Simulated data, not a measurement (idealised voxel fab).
The document below concerns the process module designated voxel transistor to metal.
Section cut is 185 nm wide and gridded with 5 nm square cells.
Cross-section, as written here: a square-cell grid given band by band from the top down, where a band holds one or more rows of cells.
Read a band's entry like this: the first values are the height of its top and the height of its bottom in nm, and what follows is the sequence of materials from left to right, each with its width in nm. Note that "empty" is empty space, and that a single material marked "full width" reaches across the band from edge to edge.
Zero point of the height axis is 0; under it, received wafer = one material. Lowest band: continues down indefinitely, "from 0 down".
It should be noted that a width expressed as "30 to 40" varies in equal increments from row to row of cells within the band, taking the value of the first number at the top row and that of the second number at the bottom row.
The cross-section has no changed cell in any step marked "identical to before".
Look at "Enclosed void listing" for the closed voids: empty spaces with no open path to the top, sized 8 cells or up. Each is width x height at distance, distance from the left edge, all nm.
Past the settings on a step's line: simulator remark, on that step.
The "overlay nm" setting may appear on a step's line; for a step that uses a mask, it gives how far to the right of its planned position the mask lay, and a negative value indicates the left.
[plan]
1) RECEIVE with material Si
2) CONFORMAL_DEP with material SiO2, thk nm 5
3) CONFORMAL_DEP with material SiN, thk nm 10
4) MASKED_ETCH with tone cover, mask id ACTIVE, width nm 100, etch materials SiN, depth nm 10, overlay nm 0
5) MASKED_ETCH with tone cover, mask id ACTIVE, width nm 100, etch materials SiO2, depth nm 5, overlay nm 0
6) MASKED_ETCH with tone cover, mask id ACTIVE, width nm 100, etch materials Si, depth nm 30, overlay nm 0
7) FILL_DEP with material SiO2, thk nm 15
8) CMP with height nm 15
9) SELECTIVE_ETCH with etch materials SiO2, depth nm 5
10) STRIP with etch materials SiN
11) SELECTIVE_ETCH with etch materials SiO2, depth nm 5
12) OXIDIZE with depth nm 5
13) DIRECTIONAL_DEP with material polySi, thk nm 30
14) DIRECTIONAL_DEP with material SiCN, thk nm 15
15) MASKED_ETCH with tone cover, mask id GATE, width nm 20, etch materials SiCN, depth nm 25, overlay nm 0
16) MASKED_ETCH with tone cover, mask id GATE, width nm 20, etch materials polySi, depth nm 40, overlay nm 0
17) CONFORMAL_DEP with material SiN, thk nm 10
18) DIRECTIONAL_ETCH with etch materials SiN, depth nm 10
19) DIRECTIONAL_ETCH with etch materials SiO2, depth nm 5
20) DIRECTIONAL_ETCH with etch materials Si, depth nm 5
21) EPI with material SiGe, thk nm 5
22) FILL_DEP with material SiO2, thk nm 10
23) CMP with height nm 45
24) DIRECTIONAL_DEP with material SiO2, thk nm 10
25) MASKED_ETCH with tone open, mask id CONTACT, width nm 20, pitch nm 70, etch materials SiO2, depth nm 60, overlay nm 0
26) CONFORMAL_DEP with material TiN, thk nm 5
27) FILL_DEP with material Ru, thk nm 10
28) CMP with height nm 55
29) CONFORMAL_DEP with material SiN, thk nm 5
30) DIRECTIONAL_DEP with material SiO2, thk nm 15
31) PATTERN with tone open, mask id METAL_1, material resist, width nm 20, pitch nm 70, thk nm 15, overlay nm 0
32) DIRECTIONAL_ETCH with etch materials SiO2, depth nm 15
33) DIRECTIONAL_ETCH with etch materials SiN, depth nm 5
34) STRIP with etch materials resist
35) CONFORMAL_DEP with material TiN, thk nm 5
36) FILL_DEP with material Cu, thk nm 10
37) CMP with height nm 75
38) CONFORMAL_DEP with material SiCN, thk nm 5
39) DIRECTIONAL_DEP with material lowk, thk nm 30
40) MASKED_ETCH with tone open, mask id METAL_2_HOLES, width nm 15, pitch nm 70, etch materials lowk, depth nm 30, overlay nm 0
41) MASKED_ETCH with tone open, mask id METAL_2, width nm 20, pitch nm 70, etch materials lowk, depth nm 15, overlay nm 0
42) MASKED_ETCH with tone open, mask id METAL_2, width nm 20, pitch nm 70, etch materials SiCN, depth nm 5, overlay nm 0
43) CONFORMAL_DEP with material TiN, thk nm 5
44) FILL_DEP with material Cu, thk nm 5
45) CMP with height nm 110
46) CONFORMAL_DEP with material SiN, thk nm 5
[Cross-section of the wafer upon arrival, representing the state reached after step 1]
    from 0 down: Si full width
    Enclosed void listing: none
[Cross-section taken at module completion on the first of two wafers; processed per the plan]
    from 115 to 110: SiN full width
    from 110 to 100: lowk 45 nm  TiN 5 nm  Cu 10 nm  TiN 5 nm  lowk 50 nm  TiN 5 nm  Cu 10 nm  TiN 5 nm  lowk 50 nm
    from 100 to 95: lowk 45 nm  TiN 5 nm  Cu 5 nm  TiN 10 nm  lowk 50 nm  TiN 5 nm  Cu 5 nm  TiN 10 nm  lowk 50 nm
    from 95 to 80: lowk 45 nm  TiN 5 nm  Cu 5 nm  TiN 5 nm  lowk 55 nm  TiN 5 nm  Cu 5 nm  TiN 5 nm  lowk 55 nm
    from 80 to 75: SiCN 45 nm  TiN 15 nm  SiCN 55 nm  TiN 15 nm  SiCN 55 nm
    from 75 to 60: SiO2 45 nm  TiN 5 nm  Cu 10 nm  TiN 5 nm  SiO2 50 nm  TiN 5 nm  Cu 10 nm  TiN 5 nm  SiO2 50 nm
    from 60 to 55: SiN 45 nm  TiN 20 nm  SiN 50 nm  TiN 20 nm  SiN 50 nm
    from 55 to 45: SiO2 45 nm  TiN 5 nm  Ru 10 nm  TiN 5 nm  SiO2 50 nm  TiN 5 nm  Ru 10 nm  TiN 5 nm  SiO2 50 nm
    from 45 to 30: SiO2 45 nm  TiN 5 nm  Ru 10 nm  TiN 5 nm  SiO2 5 nm  SiN 10 nm  SiCN 20 nm  SiN 10 nm  SiO2 5 nm  TiN 5 nm  Ru 10 nm  TiN 5 nm  SiO2 50 nm
    from 30 to 5: SiO2 45 nm  TiN 5 nm  Ru 10 nm  TiN 5 nm  SiO2 5 nm  SiN 10 nm  polySi 20 nm  SiN 10 nm  SiO2 5 nm  TiN 5 nm  Ru 10 nm  TiN 5 nm  SiO2 50 nm
    from 5 to 0: SiO2 35 nm  SiN 10 nm  TiN 10 nm  Ru 5 nm  TiN 5 nm  SiO2 5 nm  SiN 10 nm  polySi 20 nm  SiN 10 nm  SiO2 5 nm  TiN 5 nm  Ru 5 nm  TiN 10 nm  SiN 10 nm  SiO2 40 nm
    from 0 to -5: SiO2 45 nm  SiGe 5 nm  TiN 15 nm  SiGe 5 nm  SiO2 40 nm  SiGe 5 nm  TiN 15 nm  SiGe 5 nm  SiO2 50 nm
    from -5 to -10: SiO2 40 nm  Si 5 nm  SiGe 25 nm  Si 40 nm  SiGe 25 nm  Si 5 nm  SiO2 45 nm
    from -10 to -30: SiO2 40 nm  Si 100 nm  SiO2 45 nm
    from -30 down: Si full width
    Enclosed void listing: none
[Cross-section, wafer two of two, end of module: same start and plan as wafer one, one error in execution]
    from 115 to 110: SiN full width
    from 110 to 100: lowk 45 nm  TiN 5 nm  Cu 10 nm  TiN 5 nm  lowk 50 nm  TiN 5 nm  Cu 10 nm  TiN 5 nm  lowk 50 nm
    from 100 to 95: lowk 45 nm  TiN 5 nm  Cu 5 nm  TiN 10 nm  lowk 50 nm  TiN 5 nm  Cu 5 nm  TiN 10 nm  lowk 50 nm
    from 95 to 80: lowk 45 nm  TiN 5 nm  Cu 5 nm  TiN 5 nm  lowk 55 nm  TiN 5 nm  Cu 5 nm  TiN 5 nm  lowk 55 nm
    from 80 to 75: SiCN 45 nm  TiN 15 nm  SiCN 55 nm  TiN 15 nm  SiCN 55 nm
    from 75 to 60: SiO2 45 nm  TiN 5 nm  Cu 10 nm  TiN 5 nm  SiO2 50 nm  TiN 5 nm  Cu 10 nm  TiN 5 nm  SiO2 50 nm
    from 60 to 55: SiN 45 nm  TiN 20 nm  SiN 50 nm  TiN 20 nm  SiN 50 nm
    from 55 to 45: SiO2 50 nm  TiN 5 nm  Ru 5 nm  TiN 5 nm  SiO2 55 nm  TiN 5 nm  Ru 5 nm  TiN 5 nm  SiO2 50 nm
    from 45 to 30: SiO2 50 nm  TiN 5 nm  Ru 5 nm  TiN 5 nm  SiO2 5 nm  SiN 10 nm  SiCN 20 nm  SiN 10 nm  SiO2 10 nm  TiN 5 nm  Ru 5 nm  TiN 5 nm  SiO2 50 nm
    from 30 to 5: SiO2 50 nm  TiN 5 nm  Ru 5 nm  TiN 5 nm  SiO2 5 nm  SiN 10 nm  polySi 20 nm  SiN 10 nm  SiO2 10 nm  TiN 5 nm  Ru 5 nm  TiN 5 nm  SiO2 50 nm
    from 5 to 0: SiO2 35 nm  SiN 10 nm  SiO2 5 nm  TiN 5 nm  Ru 5 nm  TiN 5 nm  SiO2 5 nm  SiN 10 nm  polySi 20 nm  SiN 10 nm  SiO2 10 nm  TiN 15 nm  SiN 10 nm  SiO2 40 nm
    from 0 to -5: SiO2 45 nm  SiGe 5 nm  TiN 15 nm  SiGe 5 nm  SiO2 40 nm  SiGe 5 nm  SiO2 5 nm  TiN 10 nm  SiGe 5 nm  SiO2 50 nm
    from -5 to -10: SiO2 40 nm  Si 5 nm  SiGe 25 nm  Si 40 nm  SiGe 25 nm  Si 5 nm  SiO2 45 nm
    from -10 to -30: SiO2 40 nm  Si 100 nm  SiO2 45 nm
    from -30 down: Si full width
    Enclosed void listing: none
The mistake made against the process plan was this: off-plan run, step 25, actual operation and settings MASKED_ETCH with tone open, mask id CONTACT, width nm 15, pitch nm 70, etch materials SiO2, depth nm 60, overlay nm 0
Final comparison by cell count, materials where the second wafer has more or fewer than the first: 21 fewer of Ru | 23 more of SiO2 | 2 fewer of TiN
